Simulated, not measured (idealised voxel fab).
Herein follows the process module entitled voxel gate over fins.
The width of the displayed cross-section, cut, is 295 nm; its cells are square, with a size of 5 nm.
Just so we're on the same page, the cross-sections are grids of square cells, and they're listed out in bands top to bottom, each band one or more rows deep.
First you get the band's top height and its bottom height, in nm, and then the materials it's made of, left to right, with each width in nm. If you see a single material with "everywhere", that one covers the band edge to edge. "empty" is empty space.
Where do heights start? At 0: under that level the wafer as delivered is made of one material only. And the lowest band has no floor; it just carries on downward, as in "0..down".
Width "30->40": first value at the band's top row of cells, second value at its bottom row, equal change from row to row.
"nothing altered" -> step changed no cross-section cell.
So "Fully sealed cavities" is basically the list of trapped voids: any empty space of 8 cells or more that can't reach the top through an opening. They're written width x height at distance, the distance being from the left edge, and it's all nm.
If you see something after the settings on a step's line, that's the simulator's own remark about that step.
The optional step-line setting "overlay nm" applies to steps with a mask and quantifies how far to the right of its planned location the mask lay, a negative value indicating leftward placement.
-- Process steps - plan
- 1: RECEIVE [material Si]
- 2: CONFORMAL_DEP [material SiN] [thk nm 5]
- 3: MASKED_ETCH [tone cover] [mask id FINS] [width nm 15] [pitch nm 45] [etch materials SiN] [depth nm 5] [overlay nm -15]
- 4: MASKED_ETCH [tone cover] [mask id FINS] [width nm 15] [pitch nm 45] [etch materials Si] [depth nm 35] [overlay nm 0]
- 5: FILL_DEP [material SiO2] [thk nm 15]
- 6: CMP [height nm 5]
- 7: SELECTIVE_ETCH [etch materials SiO2] [depth nm 20]
- 8: STRIP [etch materials SiN]
- 9: CONFORMAL_DEP [material HfO2] [thk nm 5]
- 10: CONFORMAL_DEP [material TiN] [thk nm 5]
- 11: CONFORMAL_DEP [material TiAl] [thk nm 5]
- 12: CONFORMAL_DEP [material TiN] [thk nm 5]
- 13: FILL_DEP [material W] [thk nm 10]
- 14: CMP [height nm 25]
- 15: CONFORMAL_DEP [material SiN] [thk nm 5]
All wafers enter the flow in the same state. The overlay nm at step 3 differs from wafer to wafer, and the plan gives the value for the first wafer.
-- After step 1, as received: first of several wafers, cross-section
> 0..down  Si everywhere
> Fully sealed cavities: none
-- Here is the cross-section of the first of several wafers at the end of the module, after its last step, step 15
> 30..25  SiN everywhere
> 25..20  W everywhere
> 20..15  W (35)  TiN (205)  W (55)
> 15..10  W (35)  TiN (5)  TiAl (195)  TiN (5)  W (55)
> 10..5  W (35)  TiN (5)  TiAl (5)  TiN (185)  TiAl (5)  TiN (5)  W (55)
> 5..0  TiN (40)  TiAl (5)  TiN (5)  HfO2 (40)  TiN (5)  HfO2 (40)  TiN (5)  HfO2 (40)  TiN (5)  HfO2 (40)  TiN (5)  TiAl (5)  TiN (60)
> 0..-5  TiAl (45)  TiN (5)  HfO2 (5)  Si (30)  HfO2 (5)  TiN (5)  HfO2 (5)  Si (30)  HfO2 (5)  TiN (5)  HfO2 (5)  Si (30)  HfO2 (5)  TiN (5)  HfO2 (5)  Si (30)  HfO2 (5)  TiN (5)  TiAl (65)
> -5..-10  TiN (50)  HfO2 (5)  Si (30)  HfO2 (5)  TiN (5)  HfO2 (5)  Si (30)  HfO2 (5)  TiN (5)  HfO2 (5)  Si (30)  HfO2 (5)  TiN (5)  HfO2 (5)  Si (30)  HfO2 (5)  TiN (70)
> -10..-15  HfO2 (55)  Si (30)  HfO2 (15)  Si (30)  HfO2 (15)  Si (30)  HfO2 (15)  Si (30)  HfO2 (75)
> -15..-35  SiO2 (55)  Si (30)  SiO2 (15)  Si (30)  SiO2 (15)  Si (30)  SiO2 (15)  Si (30)  SiO2 (75)
> -35..down  Si everywhere
> Fully sealed cavities: none
-- Here we cross-sectioned the last of the wafers once the module was done
> 30..25  SiN everywhere
> 25..20  W everywhere
> 20..15  W (50)  TiN (205)  W (40)
> 15..10  W (50)  TiN (5)  TiAl (195)  TiN (5)  W (40)
> 10..5  W (50)  TiN (5)  TiAl (5)  TiN (185)  TiAl (5)  TiN (5)  W (40)
> 5..0  TiN (55)  TiAl (5)  TiN (5)  HfO2 (40)  TiN (5)  HfO2 (40)  TiN (5)  HfO2 (40)  TiN (5)  HfO2 (40)  TiN (5)  TiAl (5)  TiN (45)
> 0..-5  TiAl (60)  TiN (5)  HfO2 (5)  Si (30)  HfO2 (5)  TiN (5)  HfO2 (5)  Si (30)  HfO2 (5)  TiN (5)  HfO2 (5)  Si (30)  HfO2 (5)  TiN (5)  HfO2 (5)  Si (30)  HfO2 (5)  TiN (5)  TiAl (50)
> -5..-10  TiN (65)  HfO2 (5)  Si (30)  HfO2 (5)  TiN (5)  HfO2 (5)  Si (30)  HfO2 (5)  TiN (5)  HfO2 (5)  Si (30)  HfO2 (5)  TiN (5)  HfO2 (5)  Si (30)  HfO2 (5)  TiN (55)
> -10..-15  HfO2 (70)  Si (30)  HfO2 (15)  Si (30)  HfO2 (15)  Si (30)  HfO2 (15)  Si (30)  HfO2 (60)
> -15..-35  SiO2 (70)  Si (30)  SiO2 (15)  Si (30)  SiO2 (15)  Si (30)  SiO2 (15)  Si (30)  SiO2 (60)
> -35..down  Si everywhere
> Fully sealed cavities: none
-- Basically each wafer gets a line in the table, showing it at the end of the module: material by material, the cells it gained (+) or lost (-) since we got it, then its closed voids
overlay nm -15; +83 HfO2; -245 Si; +59 SiN; +140 SiO2; +65 TiAl; +139 TiN; +113 W; Fully sealed cavities: none
overlay nm -10; +83 HfO2; -273 Si; +59 SiN; +156 SiO2; +65 TiAl; +148 TiN; +116 W; Fully sealed cavities: none
overlay nm -5; +83 HfO2; -301 Si; +59 SiN; +172 SiO2; +74 TiAl; +148 TiN; +119 W; Fully sealed cavities: none
overlay nm 0; +83 HfO2; -329 Si; +59 SiN; +188 SiO2; +83 TiAl; +148 TiN; +122 W; Fully sealed cavities: none
overlay nm 5; +83 HfO2; -301 Si; +59 SiN; +172 SiO2; +74 TiAl; +148 TiN; +119 W; Fully sealed cavities: none
overlay nm 10; +83 HfO2; -273 Si; +59 SiN; +156 SiO2; +65 TiAl; +148 TiN; +116 W; Fully sealed cavities: none
overlay nm 15; +83 HfO2; -245 Si; +59 SiN; +140 SiO2; +65 TiAl; +139 TiN; +113 W; Fully sealed cavities: none
